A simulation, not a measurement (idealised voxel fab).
process module | voxel capacitor over wiring
Cross-sectional view cut (width: 150 nm; square cell size: 5 nm).
Bands, listed from the top down, are how a cross-section gets written in this document; the cross-section itself is a grid of square cells, and a band is one or more rows of them. Basically the band line says how high the top is and how high the bottom is, in nm, and then what's in it from left to right, every material with its width in nm. Empty space shows up as "air", and if a single material carries "all across" it runs the full band edge to edge. Below 0: as-received wafer, all one material; heights counted from there. Lowest band: no bottom, goes on down, written "0 and below". Width: "30..40" (first number = top row, second number = bottom row, same change from row to row of cells). Reading "no modification" for a step: not a cell of the cross-section changed in it. You'll see "Enclosed void list" listing empty spaces that have no way open to the top, as long as they're 8 cells or more; the notation is width x height at distance, where the distance is from the left edge, and all of it is in nm. It should be noted that, on the line of a given step, the content following the step's settings is a remark produced by the simulator itself with respect to that step. A step's line can hold "overlay nm"; with a mask on that step, the setting says how far right of the planned place the mask lay, while a negative setting says it lay to the left. Pairs ahead. Before: cross-section ahead of one process step. After: cross-section once the step is done, shown to the lowest changed band only. Under each pair: that step, with settings. Caution: pairs may come from different runs of this module on the same starting wafer; a pair follows the pair above only where its "Before-step section" entry says so.
Before-step section:
	0 and below | Si all across
	Enclosed void list: none
Resulting Structure:
	10 down to 0 | SiO2 all across
	Whatever lies below 0 is exactly as it was before.
	Enclosed void list: none
What sits between those two cross-sections? CONFORMAL_DEP: material SiO2, thk nm 10
Before-step section: it's just the after picture from the pair right above this one.
Resulting Structure:
	15 down to 10 | TiN all across
	Whatever lies below 10 is exactly as it was before.
	Enclosed void list: none
What sits between those two cross-sections? DIRECTIONAL_DEP: material TiN, thk nm 5
Before-step section: it's just the after picture from the pair right above this one.
Resulting Structure:
	30 down to 15 | W all across
	Whatever lies below 15 is exactly as it was before.
	Enclosed void list: none
What sits between those two cross-sections? DIRECTIONAL_DEP: material W, thk nm 15
Before-step section: it's just the after picture from the pair right above this one.
Resulting Structure:
	30 down to 15 | air 15 nm, then W 30 nm, then air 60 nm, then W 30 nm, then air 15 nm
	Whatever lies below 15 is exactly as it was before.
	Enclosed void list: none
What sits between those two cross-sections? MASKED_ETCH: tone cover, mask id METAL_1, width nm 30, pitch nm 90, etch materials W, depth nm 15, overlay nm 0
Before-step section: it's just the after picture from the pair right above this one.
Resulting Structure:
	30 down to 15 | air 15 nm, then W 30 nm, then air 60 nm, then W 30 nm, then air 15 nm
	15 down to 10 | air 15 nm, then TiN 30 nm, then air 60 nm, then TiN 30 nm, then air 15 nm
	Whatever lies below 10 is exactly as it was before.
	Enclosed void list: none
What sits between those two cross-sections? MASKED_ETCH: tone cover, mask id METAL_1, width nm 30, pitch nm 90, etch materials TiN, depth nm 5, overlay nm 0
Before-step section: it's just the after picture from the pair right above this one.
Resulting Structure:
	35 down to 30 | air 10 nm, then SiN 40 nm, then air 50 nm, then SiN 40 nm, then air 10 nm
	30 down to 15 | air 10 nm, then SiN 5 nm, then W 30 nm, then SiN 5 nm, then air 50 nm, then SiN 5 nm, then W 30 nm, then SiN 5 nm, then air 10 nm
	15 down to 10 | SiN 15 nm, then TiN 30 nm, then SiN 60 nm, then TiN 30 nm, then SiN 15 nm
	Whatever lies below 10 is exactly as it was before.
	Enclosed void list: none
What sits between those two cross-sections? CONFORMAL_DEP: material SiN, thk nm 5
Before-step section: it's just the after picture from the pair right above this one.
Resulting Structure:
	40 down to 35 | SiO2 all across
	35 down to 30 | SiO2 10 nm, then SiN 40 nm, then SiO2 50 nm, then SiN 40 nm, then SiO2 10 nm
	30 down to 15 | SiO2 10 nm, then SiN 5 nm, then W 30 nm, then SiN 5 nm, then SiO2 50 nm, then SiN 5 nm, then W 30 nm, then SiN 5 nm, then SiO2 10 nm
	Whatever lies below 15 is exactly as it was before.
	Enclosed void list: none
What sits between those two cross-sections? FILL_DEP: material SiO2, thk nm 5
Before-step section: it's just the after picture from the pair right above this one.
Resulting Structure:
	30 down to 15 | SiO2 10 nm, then SiN 5 nm, then W 30 nm, then SiN 5 nm, then SiO2 50 nm, then SiN 5 nm, then W 30 nm, then SiN 5 nm, then SiO2 10 nm
	Whatever lies below 15 is exactly as it was before.
	Enclosed void list: none
What sits between those two cross-sections? CMP: height nm 30
Before-step section: it's just the after picture from the pair right above this one.
Resulting Structure:
	35 down to 30 | SiCN all across
	Whatever lies below 30 is exactly as it was before.
	Enclosed void list: none
What sits between those two cross-sections? CONFORMAL_DEP: material SiCN, thk nm 5
Before-step section: it's just the after picture from the pair right above this one.
Resulting Structure:
	45 down to 35 | SiO2 all across
	Whatever lies below 35 is exactly as it was before.
	Enclosed void list: none
What sits between those two cross-sections? DIRECTIONAL_DEP: material SiO2, thk nm 10
Before-step section: it's just the after picture from the pair right above this one.
Resulting Structure:
	45 down to 35 | SiO2 30 nm, then air 15 nm, then SiO2 105 nm
	Whatever lies below 35 is exactly as it was before.
	Enclosed void list: none
What sits between those two cross-sections? MASKED_ETCH: tone open, mask id PLUG_1, width nm 15, etch materials SiO2, depth nm 10, overlay nm 0
Before-step section: it's just the after picture from the pair right above this one.
Resulting Structure:
	45 down to 35 | SiO2 30 nm, then air 15 nm, then SiO2 105 nm
	35 down to 30 | SiCN 30 nm, then air 15 nm, then SiCN 105 nm
	Whatever lies below 30 is exactly as it was before.
	Enclosed void list: none
What sits between those two cross-sections? MASKED_ETCH: tone open, mask id PLUG_1, width nm 15, etch materials SiCN, depth nm 5, overlay nm 0
Before-step section: it's just the after picture from the pair right above this one.
Resulting Structure:
	45 down to 40 | SiO2 30 nm, then air 15 nm, then SiO2 105 nm
	40 down to 35 | SiO2 30 nm, then Ru 15 nm, then SiO2 105 nm
	35 down to 30 | SiCN 30 nm, then Ru 15 nm, then SiCN 105 nm
	Whatever lies below 30 is exactly as it was before.
	Enclosed void list: none
What sits between those two cross-sections? EPI: material Ru, thk nm 10
Before-step section: it's just the after picture from the pair right above this one.
Resulting Structure:
	45 down to 35 | SiO2 30 nm, then Ru 15 nm, then SiO2 105 nm
	Whatever lies below 35 is exactly as it was before.
	Enclosed void list: none
What sits between those two cross-sections? EPI: material Ru, thk nm 5
Before-step section: it's just the after picture from the pair right above this one.
Resulting Structure:
	50 down to 45 | TiN all across
	Whatever lies below 45 is exactly as it was before.
	Enclosed void list: none
What sits between those two cross-sections? DIRECTIONAL_DEP: material TiN, thk nm 5
Before-step section: it's just the after picture from the pair right above this one.
Resulting Structure:
	55 down to 50 | Al2O3 all across
	Whatever lies below 50 is exactly as it was before.
	Enclosed void list: none
What sits between those two cross-sections? DIRECTIONAL_DEP: material Al2O3, thk nm 5
Before-step section: it's just the after picture from the pair right above this one.
Resulting Structure:
	65 down to 55 | TiN all across
	Whatever lies below 55 is exactly as it was before.
	Enclosed void list: none
What sits between those two cross-sections? DIRECTIONAL_DEP: material TiN, thk nm 10
Before-step section: it's just the after picture from the pair right above this one.
Resulting Structure:
	75 down to 65 | aC all across
	Whatever lies below 65 is exactly as it was before.
	Enclosed void list: none
What sits between those two cross-sections? DIRECTIONAL_DEP: material aC, thk nm 10
Before-step section: it's just the after picture from the pair right above this one.
Resulting Structure:
	105 down to 75 | air 30 nm, then resist 65 nm, then air 55 nm
	Whatever lies below 75 is exactly as it was before.
	Enclosed void list: none
What sits between those two cross-sections? PATTERN: tone cover, mask id UPPER_PLATE, material resist, width nm 65, thk nm 30, overlay nm 0
Before-step section: it's just the after picture from the pair right above this one.
Resulting Structure:
	95 down to 75 | air 30 nm, then resist 65 nm, then air 55 nm
	75 down to 65 | air 30 nm, then aC 65 nm, then air 55 nm
	Whatever lies below 65 is exactly as it was before.
	Enclosed void list: none
What sits between those two cross-sections? DIRECTIONAL_ETCH: etch materials aC, depth nm 10
Before-step section: it's just the after picture from the pair right above this one.
Resulting Structure:
	75 down to 65 | air 30 nm, then aC 65 nm, then air 55 nm
	Whatever lies below 65 is exactly as it was before.
	Enclosed void list: none
What sits between those two cross-sections? STRIP: etch materials resist
Before-step section: it's just the after picture from the pair right above this one.
Resulting Structure:
	75 down to 65 | air 30 nm, then aC 65 nm, then air 55 nm
	65 down to 55 | air 30 nm, then TiN 65 nm, then air 55 nm
	Whatever lies below 55 is exactly as it was before.
	Enclosed void list: none
What sits between those two cross-sections? DIRECTIONAL_ETCH: etch materials TiN, depth nm 10
Before-step section: it's just the after picture from the pair right above this one.
Resulting Structure:
	75 down to 65 | air 30 nm, then aC 65 nm, then air 55 nm
	65 down to 55 | air 30 nm, then TiN 65 nm, then air 55 nm
	55 down to 50 | air 30 nm, then Al2O3 65 nm, then air 55 nm
	Whatever lies below 50 is exactly as it was before.
	Enclosed void list: none
What sits between those two cross-sections? DIRECTIONAL_ETCH: etch materials Al2O3, depth nm 5
Before-step section: it's just the after picture from the pair right above this one.
Resulting Structure:
	65 down to 55 | air 30 nm, then TiN 65 nm, then air 55 nm
	Whatever lies below 55 is exactly as it was before.
	Enclosed void list: none
What sits between those two cross-sections? STRIP: etch materials aC
Before-step section: it's just the after picture from the pair right above this one.
Resulting Structure:
	75 down to 65 | air 30 nm, then aC 65 nm, then air 55 nm
	65 down to 60 | air 30 nm, then TiN 65 nm, then air 55 nm
	60 down to 55 | aC 30 nm, then TiN 65 nm, then aC 55 nm
	55 down to 50 | aC 30 nm, then Al2O3 65 nm, then aC 55 nm
	Whatever lies below 50 is exactly as it was before.
	Enclosed void list: none
What sits between those two cross-sections? DIRECTIONAL_DEP: material aC, thk nm 10
Before-step section: it's just the after picture from the pair right above this one.
Resulting Structure:
	105 down to 75 | air 25 nm, then resist 75 nm, then air 50 nm
	75 down to 65 | air 25 nm, then resist 5 nm, then aC 65 nm, then resist 5 nm, then air 50 nm
	65 down to 60 | air 25 nm, then resist 5 nm, then TiN 65 nm, then resist 5 nm, then air 50 nm
	Whatever lies below 60 is exactly as it was before.
	Enclosed void list: none
What sits between those two cross-sections? PATTERN: tone cover, mask id LOWER_PLATE, material resist, width nm 75, thk nm 30, overlay nm 0
Before-step section: it's just the after picture from the pair right above this one.
Resulting Structure:
	95 down to 75 | air 25 nm, then resist 75 nm, then air 50 nm
	75 down to 65 | air 25 nm, then resist 5 nm, then aC 65 nm, then resist 5 nm, then air 50 nm
	65 down to 60 | air 25 nm, then resist 5 nm, then TiN 65 nm, then resist 5 nm, then air 50 nm
	60 down to 55 | air 25 nm, then aC 5 nm, then TiN 65 nm, then aC 5 nm, then air 50 nm
	55 down to 50 | air 25 nm, then aC 5 nm, then Al2O3 65 nm, then aC 5 nm, then air 50 nm
	Whatever lies below 50 is exactly as it was before.
	Enclosed void list: none
What sits between those two cross-sections? DIRECTIONAL_ETCH: etch materials aC, depth nm 10
Before-step section: it's just the after picture from the pair right above this one.
Resulting Structure:
	75 down to 65 | air 30 nm, then aC 65 nm, then air 55 nm
	65 down to 60 | air 30 nm, then TiN 65 nm, then air 55 nm
	Whatever lies below 60 is exactly as it was before.
	Enclosed void list: none
What sits between those two cross-sections? STRIP: etch materials resist
Before-step section: it's just the after picture from the pair right above this one.
Resulting Structure:
	75 down to 65 | air 30 nm, then aC 65 nm, then air 55 nm
	65 down to 60 | air 30 nm, then TiN 65 nm, then air 55 nm
	60 down to 55 | air 25 nm, then aC 5 nm, then TiN 65 nm, then aC 5 nm, then air 50 nm
	55 down to 50 | air 25 nm, then aC 5 nm, then Al2O3 65 nm, then aC 5 nm, then air 50 nm
	50 down to 45 | air 25 nm, then TiN 75 nm, then air 50 nm
	Whatever lies below 45 is exactly as it was before.
	Enclosed void list: none
What sits between those two cross-sections? DIRECTIONAL_ETCH: etch materials TiN, depth nm 5
Before-step section: it's just the after picture from the pair right above this one.
Resulting Structure:
	65 down to 55 | air 30 nm, then TiN 65 nm, then air 55 nm
	55 down to 50 | air 30 nm, then Al2O3 65 nm, then air 55 nm
	Whatever lies below 50 is exactly as it was before.
	Enclosed void list: none
What sits between those two cross-sections? STRIP: etch materials aC
Before-step section: it's just the after picture from the pair right above this one.
Resulting Structure:
	85 down to 65 | SiO2 all across
	65 down to 55 | SiO2 30 nm, then TiN 65 nm, then SiO2 55 nm
	55 down to 50 | SiO2 30 nm, then Al2O3 65 nm, then SiO2 55 nm
	50 down to 45 | SiO2 25 nm, then TiN 75 nm, then SiO2 50 nm
	Whatever lies below 45 is exactly as it was before.
	Enclosed void list: none
What sits between those two cross-sections? FILL_DEP: material SiO2, thk nm 20
Before-step section: it's just the after picture from the pair right above this one.
Resulting Structure:
	80 down to 65 | SiO2 all across
	Whatever lies below 65 is exactly as it was before.
	Enclosed void list: none
What sits between those two cross-sections? CMP: height nm 80
Before-step section: it's just the after picture from the pair right above this one.
Resulting Structure:
	80 down to 65 | SiO2 40 nm, then air 15 nm, then SiO2 95 nm
	Whatever lies below 65 is exactly as it was before.
	Enclosed void list: none
What sits between those two cross-sections? MASKED_ETCH: tone open, mask id PLUG_2, width nm 15, etch materials SiO2, depth nm 15, overlay nm 0
Before-step section: it's just the after picture from the pair right above this one.
Resulting Structure:
	85 down to 80 | TiN 45 nm, then air 5 nm, then TiN 100 nm
	80 down to 70 | SiO2 40 nm, then TiN 5 nm, then air 5 nm, then TiN 5 nm, then SiO2 95 nm
	70 down to 65 | SiO2 40 nm, then TiN 15 nm, then SiO2 95 nm
	Whatever lies below 65 is exactly as it was before.
	Enclosed void list: none
What sits between those two cross-sections? CONFORMAL_DEP: material TiN, thk nm 5
Before-step section: it's just the after picture from the pair right above this one.
Resulting Structure:
	90 down to 85 | W all across
	85 down to 80 | TiN 45 nm, then W 5 nm, then TiN 100 nm
	80 down to 70 | SiO2 40 nm, then TiN 5 nm, then W 5 nm, then TiN 5 nm, then SiO2 95 nm
	Whatever lies below 70 is exactly as it was before.
	Enclosed void list: none
What sits between those two cross-sections? FILL_DEP: material W, thk nm 5
Before-step section: it's just the after picture from the pair right above this one.
Resulting Structure:
	80 down to 70 | SiO2 40 nm, then TiN 5 nm, then W 5 nm, then TiN 5 nm, then SiO2 95 nm
	Whatever lies below 70 is exactly as it was before.
	Enclosed void list: none
What sits between those two cross-sections? CMP: height nm 80
Before-step section: it's just the after picture from the pair right above this one.
Resulting Structure:
	85 down to 80 | SiN all across
	Whatever lies below 80 is exactly as it was before.
	Enclosed void list: none
What sits between those two cross-sections? CONFORMAL_DEP: material SiN, thk nm 5
Before-step section:
	0 and below | Si all across
	Enclosed void list: none
Resulting Structure:
	5 down to 0 | TiN all across
	Whatever lies below 0 is exactly as it was before.
	Enclosed void list: none
What sits between those two cross-sections? DIRECTIONAL_DEP: material TiN, thk nm 5
Before-step section: it's just the after picture from the pair right above this one.
Resulting Structure:
	20 down to 5 | W all across
	Whatever lies below 5 is exactly as it was before.
	Enclosed void list: none
What sits between those two cross-sections? DIRECTIONAL_DEP: material W, thk nm 15
Before-step section: it's just the after picture from the pair right above this one.
Resulting Structure:
	20 down to 5 | air 15 nm, then W 30 nm, then air 60 nm, then W 30 nm, then air 15 nm
	Whatever lies below 5 is exactly as it was before.
	Enclosed void list: none
What sits between those two cross-sections? MASKED_ETCH: tone cover, mask id METAL_1, width nm 30, pitch nm 90, etch materials W, depth nm 15, overlay nm 0
Before-step section: it's just the after picture from the pair right above this one.
Resulting Structure:
	20 down to 5 | air 15 nm, then W 30 nm, then air 60 nm, then W 30 nm, then air 15 nm
	5 down to 0 | air 15 nm, then TiN 30 nm, then air 60 nm, then TiN 30 nm, then air 15 nm
	Whatever lies below 0 is exactly as it was before.
	Enclosed void list: none
What sits between those two cross-sections? MASKED_ETCH: tone cover, mask id METAL_1, width nm 30, pitch nm 90, etch materials TiN, depth nm 5, overlay nm 0
Before-step section: it's just the after picture from the pair right above this one.
Resulting Structure:
	25 down to 20 | air 10 nm, then SiN 40 nm, then air 50 nm, then SiN 40 nm, then air 10 nm
	20 down to 5 | air 10 nm, then SiN 5 nm, then W 30 nm, then SiN 5 nm, then air 50 nm, then SiN 5 nm, then W 30 nm, then SiN 5 nm, then air 10 nm
	5 down to 0 | SiN 15 nm, then TiN 30 nm, then SiN 60 nm, then TiN 30 nm, then SiN 15 nm
	Whatever lies below 0 is exactly as it was before.
	Enclosed void list: none
What sits between those two cross-sections? CONFORMAL_DEP: material SiN, thk nm 5
Before-step section: it's just the after picture from the pair right above this one.
Resulting Structure:
	30 down to 25 | SiO2 all across
	25 down to 20 | SiO2 10 nm, then SiN 40 nm, then SiO2 50 nm, then SiN 40 nm, then SiO2 10 nm
	20 down to 5 | SiO2 10 nm, then SiN 5 nm, then W 30 nm, then SiN 5 nm, then SiO2 50 nm, then SiN 5 nm, then W 30 nm, then SiN 5 nm, then SiO2 10 nm
	Whatever lies below 5 is exactly as it was before.
	Enclosed void list: none
What sits between those two cross-sections? FILL_DEP: material SiO2, thk nm 5
Before-step section: it's just the after picture from the pair right above this one.
Resulting Structure:
	35 down to 30 | SiCN all across
	Whatever lies below 30 is exactly as it was before.
	Enclosed void list: none
What sits between those two cross-sections? CONFORMAL_DEP: material SiCN, thk nm 5
Before-step section: it's just the after picture from the pair right above this one.
Resulting Structure:
	45 down to 35 | SiO2 all across
	Whatever lies below 35 is exactly as it was before.
	Enclosed void list: none
What sits between those two cross-sections? DIRECTIONAL_DEP: material SiO2, thk nm 10
Before-step section: it's just the after picture from the pair right above this one.
Resulting Structure:
	45 down to 35 | SiO2 30 nm, then air 15 nm, then SiO2 105 nm
	Whatever lies below 35 is exactly as it was before.
	Enclosed void list: none
What sits between those two cross-sections? MASKED_ETCH: tone open, mask id PLUG_1, width nm 15, etch materials SiO2, depth nm 10, overlay nm 0
Before-step section: it's just the after picture from the pair right above this one.
Resulting Structure:
	45 down to 35 | SiO2 30 nm, then air 15 nm, then SiO2 105 nm
	35 down to 30 | SiCN 30 nm, then air 15 nm, then SiCN 105 nm
	Whatever lies below 30 is exactly as it was before.
	Enclosed void list: none
What sits between those two cross-sections? MASKED_ETCH: tone open, mask id PLUG_1, width nm 15, etch materials SiCN, depth nm 5, overlay nm 0
Before-step section: it's just the after picture from the pair right above this one.
Resulting Structure:
	50 down to 45 | TiN 30 nm, then air 15 nm, then TiN 105 nm
	45 down to 35 | SiO2 30 nm, then air 15 nm, then SiO2 105 nm
	35 down to 30 | SiCN 30 nm, then TiN 15 nm, then SiCN 105 nm
	Whatever lies below 30 is exactly as it was before.
	Enclosed void list: none
What sits between those two cross-sections? DIRECTIONAL_DEP: material TiN, thk nm 5
Before-step section: it's just the after picture from the pair right above this one.
Resulting Structure:
	55 down to 50 | Al2O3 30 nm, then air 15 nm, then Al2O3 105 nm
	50 down to 45 | TiN 30 nm, then air 15 nm, then TiN 105 nm
	45 down to 40 | SiO2 30 nm, then air 15 nm, then SiO2 105 nm
	40 down to 35 | SiO2 30 nm, then Al2O3 15 nm, then SiO2 105 nm
	Whatever lies below 35 is exactly as it was before.
	Enclosed void list: none
What sits between those two cross-sections? DIRECTIONAL_DEP: material Al2O3, thk nm 5
Before-step section: it's just the after picture from the pair right above this one.
Resulting Structure:
	65 down to 55 | TiN 30 nm, then air 15 nm, then TiN 105 nm
	55 down to 50 | Al2O3 30 nm, then air 15 nm, then Al2O3 105 nm
	50 down to 45 | TiN all across
	45 down to 40 | SiO2 30 nm, then TiN 15 nm, then SiO2 105 nm
	Whatever lies below 40 is exactly as it was before.
	Enclosed void list: none
What sits between those two cross-sections? DIRECTIONAL_DEP: material TiN, thk nm 10
Before-step section: it's just the after picture from the pair right above this one.
Resulting Structure:
	75 down to 65 | aC 30 nm, then air 15 nm, then aC 105 nm
	65 down to 60 | TiN 30 nm, then air 15 nm, then TiN 105 nm
	60 down to 55 | TiN 30 nm, then aC 15 nm, then TiN 105 nm
	55 down to 50 | Al2O3 30 nm, then aC 15 nm, then Al2O3 105 nm
	Whatever lies below 50 is exactly as it was before.
	Enclosed void list: none
What sits between those two cross-sections? DIRECTIONAL_DEP: material aC, thk nm 10
Before-step section: it's just the after picture from the pair right above this one.
Resulting Structure:
	105 down to 75 | air 30 nm, then resist 65 nm, then air 55 nm
	75 down to 65 | aC 30 nm, then resist 15 nm, then aC 105 nm
	65 down to 60 | TiN 30 nm, then resist 15 nm, then TiN 105 nm
	Whatever lies below 60 is exactly as it was before.
	Enclosed void list: none
What sits between those two cross-sections? PATTERN: tone cover, mask id UPPER_PLATE, material resist, width nm 65, thk nm 30, overlay nm 0
Before-step section: it's just the after picture from the pair right above this one.
Resulting Structure:
	95 down to 75 | air 30 nm, then resist 65 nm, then air 55 nm
	75 down to 65 | air 30 nm, then resist 15 nm, then aC 50 nm, then air 55 nm
	Whatever lies below 65 is exactly as it was before.
	Enclosed void list: none
What sits between those two cross-sections? DIRECTIONAL_ETCH: etch materials aC, depth nm 10
Before-step section: it's just the after picture from the pair right above this one.
Resulting Structure:
	75 down to 65 | air 45 nm, then aC 50 nm, then air 55 nm
	65 down to 60 | TiN 30 nm, then air 15 nm, then TiN 105 nm
	Whatever lies below 60 is exactly as it was before.
	Enclosed void list: none
What sits between those two cross-sections? STRIP: etch materials resist
Before-step section: it's just the after picture from the pair right above this one.
Resulting Structure:
	75 down to 65 | air 45 nm, then aC 50 nm, then air 55 nm
	65 down to 60 | air 45 nm, then TiN 50 nm, then air 55 nm
	60 down to 55 | air 30 nm, then aC 15 nm, then TiN 50 nm, then air 55 nm
	Whatever lies below 55 is exactly as it was before.
	Enclosed void list: none
What sits between those two cross-sections? DIRECTIONAL_ETCH: etch materials TiN, depth nm 10
Before-step section: it's just the after picture from the pair right above this one.
Resulting Structure:
	75 down to 65 | air 45 nm, then aC 50 nm, then air 55 nm
	65 down to 60 | air 45 nm, then TiN 50 nm, then air 55 nm
	60 down to 55 | air 30 nm, then aC 15 nm, then TiN 50 nm, then air 55 nm
	55 down to 50 | air 30 nm, then aC 15 nm, then Al2O3 50 nm, then air 55 nm
	Whatever lies below 50 is exactly as it was before.
	Enclosed void list: none
What sits between those two cross-sections? DIRECTIONAL_ETCH: etch materials Al2O3, depth nm 5
Before-step section: it's just the after picture from the pair right above this one.
Resulting Structure:
	65 down to 55 | air 45 nm, then TiN 50 nm, then air 55 nm
	55 down to 50 | air 45 nm, then Al2O3 50 nm, then air 55 nm
	Whatever lies below 50 is exactly as it was before.
	Enclosed void list: none
What sits between those two cross-sections? STRIP: etch materials aC
Before-step section: it's just the after picture from the pair right above this one.
Resulting Structure:
	75 down to 65 | air 45 nm, then aC 50 nm, then air 55 nm
	65 down to 60 | air 45 nm, then TiN 50 nm, then air 55 nm
	60 down to 55 | aC 45 nm, then TiN 50 nm, then aC 55 nm
	55 down to 50 | aC 45 nm, then Al2O3 50 nm, then aC 55 nm
	Whatever lies below 50 is exactly as it was before.
	Enclosed void list: none
What sits between those two cross-sections? DIRECTIONAL_DEP: material aC, thk nm 10
Before-step section: it's just the after picture from the pair right above this one.
Resulting Structure:
	105 down to 75 | air 25 nm, then resist 75 nm, then air 50 nm
	75 down to 65 | air 25 nm, then resist 20 nm, then aC 50 nm, then resist 5 nm, then air 50 nm
	65 down to 60 | air 25 nm, then resist 20 nm, then TiN 50 nm, then resist 5 nm, then air 50 nm
	Whatever lies below 60 is exactly as it was before.
	Enclosed void list: none
What sits between those two cross-sections? PATTERN: tone cover, mask id LOWER_PLATE, material resist, width nm 75, thk nm 30, overlay nm 0
Before-step section: it's just the after picture from the pair right above this one.
Resulting Structure:
	95 down to 75 | air 25 nm, then resist 75 nm, then air 50 nm
	75 down to 65 | air 25 nm, then resist 20 nm, then aC 50 nm, then resist 5 nm, then air 50 nm
	65 down to 60 | air 25 nm, then resist 20 nm, then TiN 50 nm, then resist 5 nm, then air 50 nm
	60 down to 55 | air 25 nm, then aC 20 nm, then TiN 50 nm, then aC 5 nm, then air 50 nm
	55 down to 50 | air 25 nm, then aC 20 nm, then Al2O3 50 nm, then aC 5 nm, then air 50 nm
	Whatever lies below 50 is exactly as it was before.
	Enclosed void list: none
What sits between those two cross-sections? DIRECTIONAL_ETCH: etch materials aC, depth nm 10
Before-step section: it's just the after picture from the pair right above this one.
Resulting Structure:
	75 down to 65 | air 45 nm, then aC 50 nm, then air 55 nm
	65 down to 60 | air 45 nm, then TiN 50 nm, then air 55 nm
	Whatever lies below 60 is exactly as it was before.
	Enclosed void list: none
What sits between those two cross-sections? STRIP: etch materials resist
Before-step section: it's just the after picture from the pair right above this one.
Resulting Structure:
	75 down to 65 | air 45 nm, then aC 50 nm, then air 55 nm
	65 down to 60 | air 45 nm, then TiN 50 nm, then air 55 nm
	60 down to 55 | air 25 nm, then aC 20 nm, then TiN 50 nm, then aC 5 nm, then air 50 nm
	55 down to 50 | air 25 nm, then aC 20 nm, then Al2O3 50 nm, then aC 5 nm, then air 50 nm
	50 down to 45 | air 25 nm, then TiN 75 nm, then air 50 nm
	Whatever lies below 45 is exactly as it was before.
	Enclosed void list: none
What sits between those two cross-sections? DIRECTIONAL_ETCH: etch materials TiN, depth nm 5
Before-step section: it's just the after picture from the pair right above this one.
Resulting Structure:
	65 down to 55 | air 45 nm, then TiN 50 nm, then air 55 nm
	55 down to 50 | air 45 nm, then Al2O3 50 nm, then air 55 nm
	Whatever lies below 50 is exactly as it was before.
	Enclosed void list: none
What sits between those two cross-sections? STRIP: etch materials aC
Before-step section: it's just the after picture from the pair right above this one.
Resulting Structure:
	85 down to 65 | SiO2 all across
	65 down to 55 | SiO2 45 nm, then TiN 50 nm, then SiO2 55 nm
	55 down to 50 | SiO2 45 nm, then Al2O3 50 nm, then SiO2 55 nm
	50 down to 40 | SiO2 25..30 nm, then TiN 75..15 nm, then SiO2 50..105 nm
	Whatever lies below 40 is exactly as it was before.
	Enclosed void list: none
What sits between those two cross-sections? FILL_DEP: material SiO2, thk nm 20
Before-step section: it's just the after picture from the pair right above this one.
Resulting Structure:
	80 down to 65 | SiO2 all across
	Whatever lies below 65 is exactly as it was before.
	Enclosed void list: none
What sits between those two cross-sections? CMP: height nm 80
Before-step section: it's just the after picture from the pair right above this one.
Resulting Structure:
	80 down to 65 | SiO2 40 nm, then air 15 nm, then SiO2 95 nm
	Whatever lies below 65 is exactly as it was before.
	Enclosed void list: none
What sits between those two cross-sections? MASKED_ETCH: tone open, mask id PLUG_2, width nm 15, etch materials SiO2, depth nm 15, overlay nm 0
Before-step section: it's just the after picture from the pair right above this one.
Resulting Structure:
	85 down to 80 | TiN 45 nm, then air 5 nm, then TiN 100 nm
	80 down to 70 | SiO2 40 nm, then TiN 5 nm, then air 5 nm, then TiN 5 nm, then SiO2 95 nm
	70 down to 65 | SiO2 40 nm, then TiN 15 nm, then SiO2 95 nm
	Whatever lies below 65 is exactly as it was before.
	Enclosed void list: none
What sits between those two cross-sections? CONFORMAL_DEP: material TiN, thk nm 5
Before-step section: it's just the after picture from the pair right above this one.
Resulting Structure:
	90 down to 85 | W all across
	85 down to 80 | TiN 45 nm, then W 5 nm, then TiN 100 nm
	80 down to 70 | SiO2 40 nm, then TiN 5 nm, then W 5 nm, then TiN 5 nm, then SiO2 95 nm
	Whatever lies below 70 is exactly as it was before.
	Enclosed void list: none
What sits between those two cross-sections? FILL_DEP: material W, thk nm 5
Before-step section: it's just the after picture from the pair right above this one.
Resulting Structure:
	80 down to 70 | SiO2 40 nm, then TiN 5 nm, then W 5 nm, then TiN 5 nm, then SiO2 95 nm
	Whatever lies below 70 is exactly as it was before.
	Enclosed void list: none
What sits between those two cross-sections? CMP: height nm 80
Before-step section: it's just the after picture from the pair right above this one.
Resulting Structure:
	85 down to 80 | SiN all across
	Whatever lies below 80 is exactly as it was before.
	Enclosed void list: none
What sits between those two cross-sections? CONFORMAL_DEP: material SiN, thk nm 5
Before-step section:
	45 down to 40 | SiO2 30 nm, then air 15 nm, then SiO2 105 nm
	40 down to 35 | SiO2 30 nm, then Ru 15 nm, then SiO2 105 nm
	35 down to 30 | SiCN 30 nm, then Ru 15 nm, then SiCN 105 nm
	30 down to 15 | SiO2 10 nm, then SiN 5 nm, then W 30 nm, then SiN 5 nm, then SiO2 50 nm, then SiN 5 nm, then W 30 nm, then SiN 5 nm, then SiO2 10 nm
	15 down to 10 | SiN 15 nm, then TiN 30 nm, then SiN 60 nm, then TiN 30 nm, then SiN 15 nm
	10 down to 0 | SiO2 all across
	0 and below | Si all across
	Enclosed void list: none
Resulting Structure:
	50 down to 45 | air 25 nm, then Ru 25 nm, then air 100 nm
	45 down to 35 | SiO2 30 nm, then Ru 15 nm, then SiO2 105 nm
	Whatever lies below 35 is exactly as it was before.
	Enclosed void list: none
What sits between those two cross-sections? EPI: material Ru, thk nm 10
Before-step section: it's just the after picture from the pair right above this one.
Resulting Structure:
	55 down to 45 | air 20 nm, then Ru 35 nm, then air 95 nm
	Whatever lies below 45 is exactly as it was before.
	Enclosed void list: none
What sits between those two cross-sections? EPI: material Ru, thk nm 5
Before-step section: it's just the after picture from the pair right above this one.
Resulting Structure:
	60 down to 55 | air 20 nm, then TiN 35 nm, then air 95 nm
	55 down to 50 | air 20 nm, then Ru 35 nm, then air 95 nm
	50 down to 45 | TiN 20 nm, then Ru 35 nm, then TiN 95 nm
	Whatever lies below 45 is exactly as it was before.
	Enclosed void list: none
What sits between those two cross-sections? DIRECTIONAL_DEP: material TiN, thk nm 5
Before-step section: it's just the after picture from the pair right above this one.
Resulting Structure:
	65 down to 60 | air 20 nm, then Al2O3 35 nm, then air 95 nm
	60 down to 55 | air 20 nm, then TiN 35 nm, then air 95 nm
	55 down to 50 | Al2O3 20 nm, then Ru 35 nm, then Al2O3 95 nm
	Whatever lies below 50 is exactly as it was before.
	Enclosed void list: none
What sits between those two cross-sections? DIRECTIONAL_DEP: material Al2O3, thk nm 5
Before-step section: it's just the after picture from the pair right above this one.
Resulting Structure:
	75 down to 65 | air 20 nm, then TiN 35 nm, then air 95 nm
	65 down to 60 | TiN 20 nm, then Al2O3 35 nm, then TiN 95 nm
	60 down to 55 | TiN all across
	Whatever lies below 55 is exactly as it was before.
	Enclosed void list: none
What sits between those two cross-sections? DIRECTIONAL_DEP: material TiN, thk nm 10
Before-step section: it's just the after picture from the pair right above this one.
Resulting Structure:
	85 down to 75 | air 20 nm, then aC 35 nm, then air 95 nm
	75 down to 65 | aC 20 nm, then TiN 35 nm, then aC 95 nm
	Whatever lies below 65 is exactly as it was before.
	Enclosed void list: none
What sits between those two cross-sections? DIRECTIONAL_DEP: material aC, thk nm 10
